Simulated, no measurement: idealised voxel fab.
Presented below is a process module, voxel released beams.
The figure presents cross-section cut, which has a width of 300 nm and is divided into square cells with an edge length of 5 nm.
Reading order for cross-sections: top band down to bottom band. Underlying form: a grid of square cells. Band size: one or more rows of cells. Look at the band entry: it leads with the top's height and the bottom's height in nm. Then it lists the materials left to right, with a width in nm for each. The word "throughout" on a single material says that material fills the band edge to edge. The word "air" is empty space. Heights are measured from 0, the level below which the as-received wafer is all one material; the lowest band has no bottom and continues downward, written as in "from 0 down". Graded width ("30 to 40"): value in top row of band = first number; value in bottom row = second number; row-to-row change constant. The cross-section has no changed cell in any step marked "everything unchanged". The label "Enclosed voids" introduces a list of the empty spaces, 8 cells or larger, that have no open way up to the top; each entry in it reads width x height at distance, where the distance is taken from the left edge and all three are stated in nm. Heads up: the bit after the settings on a step's line is the simulator's remark on that step. A step line may carry the setting "overlay nm", which, for steps involving a mask, states the distance by which the mask lay to the right of its intended position; negative values denote displacement to the left.
# Process steps foreseen in the plan
1,RECEIVE [material Si]
2,CONFORMAL_DEP [material Al2O3] [thk nm 10]
3,DIRECTIONAL_DEP [material SiO2] [thk nm 10]
4,DIRECTIONAL_DEP [material aC] [thk nm 10]
5,PATTERN [tone open] [mask id ANCHOR] [material resist] [width nm 40] [thk nm 25] [overlay nm 0]
6,DIRECTIONAL_ETCH [etch materials aC] [depth nm 10]
7,STRIP [etch materials resist]
8,DIRECTIONAL_ETCH [etch materials SiO2] [depth nm 10]
9,STRIP [etch materials aC]
10,CONFORMAL_DEP [material SiN] [thk nm 15]
11,DIRECTIONAL_DEP [material aC] [thk nm 15]
12,PATTERN [tone cover] [mask id BEAM] [material resist] [width nm 100] [thk nm 30] [overlay nm 0]
13,DIRECTIONAL_ETCH [etch materials aC] [depth nm 15]
14,STRIP [etch materials resist]
15,DIRECTIONAL_ETCH [etch materials SiN] [depth nm 15]
16,STRIP [etch materials aC]
17,STRIP [etch materials SiO2]
# The following pertains to the first of two wafers, which was processed as planned
# Wafer at receipt (post step 1), cross-section
  from 0 down  Si throughout
  Enclosed voids: none
# Presented here is a cross-section of the wafer after step 2 has been performed
  from 10 to 0  Al2O3 throughout
  Below 0, the layers are the same as they were.
# Presented here is a cross-section of the wafer after step 3 has been performed
  from 20 to 10  SiO2 throughout
  Below 10, the layers are the same as they were.
# Presented here is a cross-section of the wafer after step 4 has been performed
  from 30 to 20  aC throughout
  Below 20, the layers are the same as they were.
# Presented here is a cross-section of the wafer after step 5 has been performed
  from 55 to 30  resist: 100  air: 40  resist: 160
  Below 30, the layers are the same as they were.
# Presented here is a cross-section of the wafer after step 6 has been performed
  from 45 to 30  resist: 100  air: 40  resist: 160
  from 30 to 20  aC: 100  air: 40  aC: 160
  Below 20, the layers are the same as they were.
# Presented here is a cross-section of the wafer after step 7 has been performed
  from 30 to 20  aC: 100  air: 40  aC: 160
  Below 20, the layers are the same as they were.
# Presented here is a cross-section of the wafer after step 8 has been performed
  from 30 to 20  aC: 100  air: 40  aC: 160
  from 20 to 10  SiO2: 100  air: 40  SiO2: 160
  Below 10, the layers are the same as they were.
# Presented here is a cross-section of the wafer after step 9 has been performed
  from 20 to 10  SiO2: 100  air: 40  SiO2: 160
  Below 10, the layers are the same as they were.
# Presented here is a cross-section of the wafer after step 10 has been performed
  from 35 to 25  SiN: 115  air: 10  SiN: 175
  from 25 to 20  SiN throughout
  from 20 to 10  SiO2: 100  SiN: 40  SiO2: 160
  Below 10, the layers are the same as they were.
# Presented here is a cross-section of the wafer after step 11 has been performed
  from 50 to 40  aC: 115  air: 10  aC: 175
  from 40 to 35  aC throughout
  from 35 to 25  SiN: 115  aC: 10  SiN: 175
  Below 25, the layers are the same as they were.
# Presented here is a cross-section of the wafer after step 12 has been performed
  from 80 to 50  air: 95  resist: 100  air: 105
  from 50 to 40  aC: 115  resist: 10  aC: 175
  Below 40, the layers are the same as they were.
# Presented here is a cross-section of the wafer after step 13 has been performed
  from 65 to 50  air: 95  resist: 100  air: 105
  from 50 to 40  air: 95  aC: 20  resist: 10  aC: 70  air: 105
  from 40 to 35  air: 95  aC: 100  air: 105
  Below 35, the layers are the same as they were.
# Presented here is a cross-section of the wafer after step 14 has been performed
  from 50 to 40  air: 95  aC: 20  air: 10  aC: 70  air: 105
  Below 40, the layers are the same as they were.
# Presented here is a cross-section of the wafer after step 15 has been performed
  from 50 to 40  air: 95  aC: 20  air: 10  aC: 70  air: 105
  from 40 to 35  air: 95  aC: 100  air: 105
  from 35 to 25  air: 95  SiN: 20  aC: 10  SiN: 70  air: 105
  from 25 to 20  air: 95  SiN: 100  air: 105
  Below 20, the layers are the same as they were.
# Presented here is a cross-section of the wafer after step 16 has been performed
  from 35 to 25  air: 95  SiN: 20  air: 10  SiN: 70  air: 105
  Below 25, the layers are the same as they were.
# Presented here is a cross-section of the wafer after step 17 has been performed
  from 35 to 25  air: 95  SiN: 20  air: 10  SiN: 70  air: 105
  from 25 to 20  air: 95  SiN: 100  air: 105
  from 20 to 10  air: 100  SiN: 40  air: 160
  Below 10, the layers are the same as they were.
# It is to be noted that the second wafer proceeded from the same initial state and according to the same plan as the first, although one mistake was committed in its execution; through step 1, inclusive, the two wafers share an identical history
# Cross-section of the second wafer corresponding to the planned conclusion of step 2
  from 10 to 0  SiO2 throughout
  Below 0, the layers are the same as they were.
# Cross-section of the second wafer corresponding to the planned conclusion of step 3
  from 20 to 10  Al2O3 throughout
  Below 10, the layers are the same as they were.
# Cross-section of the second wafer corresponding to the planned conclusion of step 4
  from 30 to 20  aC throughout
  Below 20, the layers are the same as they were.
# Cross-section of the second wafer corresponding to the planned conclusion of step 5
  from 55 to 30  resist: 100  air: 40  resist: 160
  Below 30, the layers are the same as they were.
# Cross-section of the second wafer corresponding to the planned conclusion of step 6
  from 45 to 30  resist: 100  air: 40  resist: 160
  from 30 to 20  aC: 100  air: 40  aC: 160
  Below 20, the layers are the same as they were.
# Cross-section of the second wafer corresponding to the planned conclusion of step 7
  from 30 to 20  aC: 100  air: 40  aC: 160
  Below 20, the layers are the same as they were.
Cross-section of the second wafer corresponding to the planned conclusion of step 8: everything unchanged
# Cross-section of the second wafer corresponding to the planned conclusion of step 9
  from 20 to 10  Al2O3 throughout
  Below 10, the layers are the same as they were.
# Cross-section of the second wafer corresponding to the planned conclusion of step 10
  from 35 to 20  SiN throughout
  Below 20, the layers are the same as they were.
# Cross-section of the second wafer corresponding to the planned conclusion of step 11
  from 50 to 35  aC throughout
  Below 35, the layers are the same as they were.
# Cross-section of the second wafer corresponding to the planned conclusion of step 12
  from 80 to 50  air: 95  resist: 100  air: 105
  Below 50, the layers are the same as they were.
# Cross-section of the second wafer corresponding to the planned conclusion of step 13
  from 65 to 50  air: 95  resist: 100  air: 105
  from 50 to 35  air: 95  aC: 100  air: 105
  Below 35, the layers are the same as they were.
# Cross-section of the second wafer corresponding to the planned conclusion of step 14
  from 50 to 35  air: 95  aC: 100  air: 105
  Below 35, the layers are the same as they were.
# Cross-section of the second wafer corresponding to the planned conclusion of step 15
  from 50 to 35  air: 95  aC: 100  air: 105
  from 35 to 20  air: 95  SiN: 100  air: 105
  Below 20, the layers are the same as they were.
# Cross-section of the second wafer corresponding to the planned conclusion of step 16
  from 35 to 20  air: 95  SiN: 100  air: 105
  Below 20, the layers are the same as they were.
Cross-section of the second wafer corresponding to the planned conclusion of step 17: everything unchanged
Where did the run depart from the plan? note: step 2 <-> step 3, run order reversed vs plan
Upon completion, the second wafer contains, in terms of cells, a greater or smaller amount of certain materials than the first wafer: SiN -12, SiO2 +120
